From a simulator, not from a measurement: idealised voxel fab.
process module | voxel self aligned vias
cross-section cut | 225 nm wide | cells 5 nm
A cross-section is a grid of square cells, given in bands from the top down. A band is one or more rows of cells.
Each band's line starts with the height of the band's top and of its bottom, in nm. Then come its materials from left to right, each with its width in nm. One material with "throughout" fills the band from edge to edge. "air" is empty space.
Height 0 is the level under which the wafer as received is all one material. The lowest band goes on downwards, as in "0 down".
A width such as "30 to 40" changes by the same amount from each row of cells to the next, from the band's top row to its bottom row.
"no change" after a step means that no cell of the cross-section changed.
closed voids: empty space of 8 cells or more with no open way to the top, each as width x height at its distance from the left edge, in nm
after a step's settings: what the simulator itself notes on the step
overlay nm, on a step with a mask: how far to the right of its planned place the mask lay; to the left if negative
plan
1 op RECEIVE | material Si
2 op CONFORMAL_DEP | material SiO2 | thk nm 15
3 op CONFORMAL_DEP | material SiCN | thk nm 5
4 op DIRECTIONAL_DEP | material SiO2 | thk nm 20
5 op MASKED_ETCH | tone open | mask id LINES | width nm 25 | pitch nm 75 | etch materials SiO2 | depth nm 20 | overlay nm 0
6 op CONFORMAL_DEP | material TiN | thk nm 5
7 op FILL_DEP | material W | thk nm 10
8 op CMP | height nm 40
9 op SELECTIVE_ETCH | etch materials W Ru TiN | depth nm 5
10 op FILL_DEP | material SiN | thk nm 10
11 op CMP | height nm 40
12 op DIRECTIONAL_DEP | material SiO2 | thk nm 15
13 op DIRECTIONAL_DEP | material aC | thk nm 10
14 op PATTERN | tone open | mask id VIAS | material resist | width nm 45 | pitch nm 75 | thk nm 30 | overlay nm 0
15 op DIRECTIONAL_ETCH | etch materials aC | depth nm 10
16 op STRIP | etch materials resist
17 op DIRECTIONAL_ETCH | etch materials SiO2 | depth nm 15
18 op DIRECTIONAL_ETCH | etch materials SiN | depth nm 5
19 op STRIP | etch materials aC
20 op CONFORMAL_DEP | material TiN | thk nm 5
21 op FILL_DEP | material Cu | thk nm 10
22 op CMP | height nm 55
23 op CONFORMAL_DEP | material SiN | thk nm 5
first wafer, as planned
as received, after step 1
  0 down: Si throughout
  closed voids: none
after step 2
  15 to 0: SiO2 throughout
  below 0: unchanged
after step 3
  20 to 15: SiCN throughout
  below 15: unchanged
after step 4
  40 to 20: SiO2 throughout
  below 20: unchanged
after step 5
  40 to 20: SiO2 60 | air 25 | SiO2 50 | air 25 | SiO2 65
  below 20: unchanged
after step 6
  45 to 40: TiN 65 | air 15 | TiN 60 | air 15 | TiN 70
  40 to 25: SiO2 60 | TiN 5 | air 15 | TiN 5 | SiO2 50 | TiN 5 | air 15 | TiN 5 | SiO2 65
  25 to 20: SiO2 60 | TiN 25 | SiO2 50 | TiN 25 | SiO2 65
  below 20: unchanged
after step 7
  55 to 45: W throughout
  45 to 40: TiN 65 | W 15 | TiN 60 | W 15 | TiN 70
  40 to 25: SiO2 60 | TiN 5 | W 15 | TiN 5 | SiO2 50 | TiN 5 | W 15 | TiN 5 | SiO2 65
  below 25: unchanged
after step 8
  40 to 25: SiO2 60 | TiN 5 | W 15 | TiN 5 | SiO2 50 | TiN 5 | W 15 | TiN 5 | SiO2 65
  below 25: unchanged
after step 9
  40 to 35: SiO2 60 | air 25 | SiO2 50 | air 25 | SiO2 65
  below 35: unchanged
after step 10
  50 to 40: SiN throughout
  40 to 35: SiO2 60 | SiN 25 | SiO2 50 | SiN 25 | SiO2 65
  below 35: unchanged
after step 11
  40 to 35: SiO2 60 | SiN 25 | SiO2 50 | SiN 25 | SiO2 65
  below 35: unchanged
after step 12
  55 to 40: SiO2 throughout
  below 40: unchanged
after step 13
  65 to 55: aC throughout
  below 55: unchanged
after step 14
  95 to 65: resist 50 | air 45 | resist 30 | air 45 | resist 55
  below 65: unchanged
after step 15
  85 to 65: resist 50 | air 45 | resist 30 | air 45 | resist 55
  65 to 55: aC 50 | air 45 | aC 30 | air 45 | aC 55
  below 55: unchanged
after step 16
  65 to 55: aC 50 | air 45 | aC 30 | air 45 | aC 55
  below 55: unchanged
after step 17
  65 to 55: aC 50 | air 45 | aC 30 | air 45 | aC 55
  55 to 40: SiO2 50 | air 45 | SiO2 30 | air 45 | SiO2 55
  below 40: unchanged
after step 18
  65 to 55: aC 50 | air 45 | aC 30 | air 45 | aC 55
  55 to 40: SiO2 50 | air 45 | SiO2 30 | air 45 | SiO2 55
  40 to 35: SiO2 60 | air 25 | SiO2 50 | air 25 | SiO2 65
  below 35: unchanged
after step 19
  55 to 40: SiO2 50 | air 45 | SiO2 30 | air 45 | SiO2 55
  below 40: unchanged
after step 20
  60 to 55: TiN 55 | air 35 | TiN 40 | air 35 | TiN 60
  55 to 45: SiO2 50 | TiN 5 | air 35 | TiN 5 | SiO2 30 | TiN 5 | air 35 | TiN 5 | SiO2 55
  45 to 40: SiO2 50 | TiN 15 | air 15 | TiN 15 | SiO2 30 | TiN 15 | air 15 | TiN 15 | SiO2 55
  40 to 35: SiO2 60 | TiN 25 | SiO2 50 | TiN 25 | SiO2 65
  below 35: unchanged
after step 21
  70 to 60: Cu throughout
  60 to 55: TiN 55 | Cu 35 | TiN 40 | Cu 35 | TiN 60
  55 to 45: SiO2 50 | TiN 5 | Cu 35 | TiN 5 | SiO2 30 | TiN 5 | Cu 35 | TiN 5 | SiO2 55
  45 to 40: SiO2 50 | TiN 15 | Cu 15 | TiN 15 | SiO2 30 | TiN 15 | Cu 15 | TiN 15 | SiO2 55
  below 40: unchanged
after step 22
  55 to 45: SiO2 50 | TiN 5 | Cu 35 | TiN 5 | SiO2 30 | TiN 5 | Cu 35 | TiN 5 | SiO2 55
  below 45: unchanged
after step 23
  60 to 55: SiN throughout
  below 55: unchanged
second wafer: like start, like plan, one mistake. Through step 4 it matches the first wafer
when step 5 should have ended
  40 to 20: SiO2 65 | air 25 | SiO2 50 | air 25 | SiO2 60
  below 20: unchanged
when step 6 should have ended
  45 to 40: TiN 70 | air 15 | TiN 60 | air 15 | TiN 65
  40 to 25: SiO2 65 | TiN 5 | air 15 | TiN 5 | SiO2 50 | TiN 5 | air 15 | TiN 5 | SiO2 60
  25 to 20: SiO2 65 | TiN 25 | SiO2 50 | TiN 25 | SiO2 60
  below 20: unchanged
when step 7 should have ended
  55 to 45: W throughout
  45 to 40: TiN 70 | W 15 | TiN 60 | W 15 | TiN 65
  40 to 25: SiO2 65 | TiN 5 | W 15 | TiN 5 | SiO2 50 | TiN 5 | W 15 | TiN 5 | SiO2 60
  below 25: unchanged
when step 8 should have ended
  40 to 25: SiO2 65 | TiN 5 | W 15 | TiN 5 | SiO2 50 | TiN 5 | W 15 | TiN 5 | SiO2 60
  below 25: unchanged
when step 9 should have ended
  40 to 35: SiO2 65 | air 25 | SiO2 50 | air 25 | SiO2 60
  below 35: unchanged
when step 10 should have ended
  50 to 40: SiN throughout
  40 to 35: SiO2 65 | SiN 25 | SiO2 50 | SiN 25 | SiO2 60
  below 35: unchanged
when step 11 should have ended
  40 to 35: SiO2 65 | SiN 25 | SiO2 50 | SiN 25 | SiO2 60
  below 35: unchanged
when step 12 should have ended
  55 to 40: SiO2 throughout
  below 40: unchanged
when step 13 should have ended
  65 to 55: aC throughout
  below 55: unchanged
when step 14 should have ended
  95 to 65: resist 50 | air 45 | resist 30 | air 45 | resist 55
  below 65: unchanged
when step 15 should have ended
  85 to 65: resist 50 | air 45 | resist 30 | air 45 | resist 55
  65 to 55: aC 50 | air 45 | aC 30 | air 45 | aC 55
  below 55: unchanged
when step 16 should have ended
  65 to 55: aC 50 | air 45 | aC 30 | air 45 | aC 55
  below 55: unchanged
when step 17 should have ended
  65 to 55: aC 50 | air 45 | aC 30 | air 45 | aC 55
  55 to 40: SiO2 50 | air 45 | SiO2 30 | air 45 | SiO2 55
  below 40: unchanged
when step 18 should have ended
  65 to 55: aC 50 | air 45 | aC 30 | air 45 | aC 55
  55 to 40: SiO2 50 | air 45 | SiO2 30 | air 45 | SiO2 55
  40 to 35: SiO2 65 | air 25 | SiO2 50 | air 25 | SiO2 60
  below 35: unchanged
when step 19 should have ended
  55 to 40: SiO2 50 | air 45 | SiO2 30 | air 45 | SiO2 55
  below 40: unchanged
when step 20 should have ended
  60 to 55: TiN 55 | air 35 | TiN 40 | air 35 | TiN 60
  55 to 45: SiO2 50 | TiN 5 | air 35 | TiN 5 | SiO2 30 | TiN 5 | air 35 | TiN 5 | SiO2 55
  45 to 40: SiO2 50 | TiN 20 | air 15 | TiN 10 | SiO2 30 | TiN 20 | air 15 | TiN 10 | SiO2 55
  40 to 35: SiO2 65 | TiN 25 | SiO2 50 | TiN 25 | SiO2 60
  below 35: unchanged
when step 21 should have ended
  70 to 60: Cu throughout
  60 to 55: TiN 55 | Cu 35 | TiN 40 | Cu 35 | TiN 60
  55 to 45: SiO2 50 | TiN 5 | Cu 35 | TiN 5 | SiO2 30 | TiN 5 | Cu 35 | TiN 5 | SiO2 55
  45 to 40: SiO2 50 | TiN 20 | Cu 15 | TiN 10 | SiO2 30 | TiN 20 | Cu 15 | TiN 10 | SiO2 55
  below 40: unchanged
when step 22 should have ended
  55 to 45: SiO2 50 | TiN 5 | Cu 35 | TiN 5 | SiO2 30 | TiN 5 | Cu 35 | TiN 5 | SiO2 55
  below 45: unchanged
when step 23 should have ended
  60 to 55: SiN throughout
  below 55: unchanged
what went wrong: step 5 ran as: op MASKED_ETCH | tone open | mask id LINES | width nm 25 | pitch nm 75 | etch materials SiO2 | depth nm 20 | overlay nm 5
at the end the second wafer has, in cells: as many of each material as the first, in other places
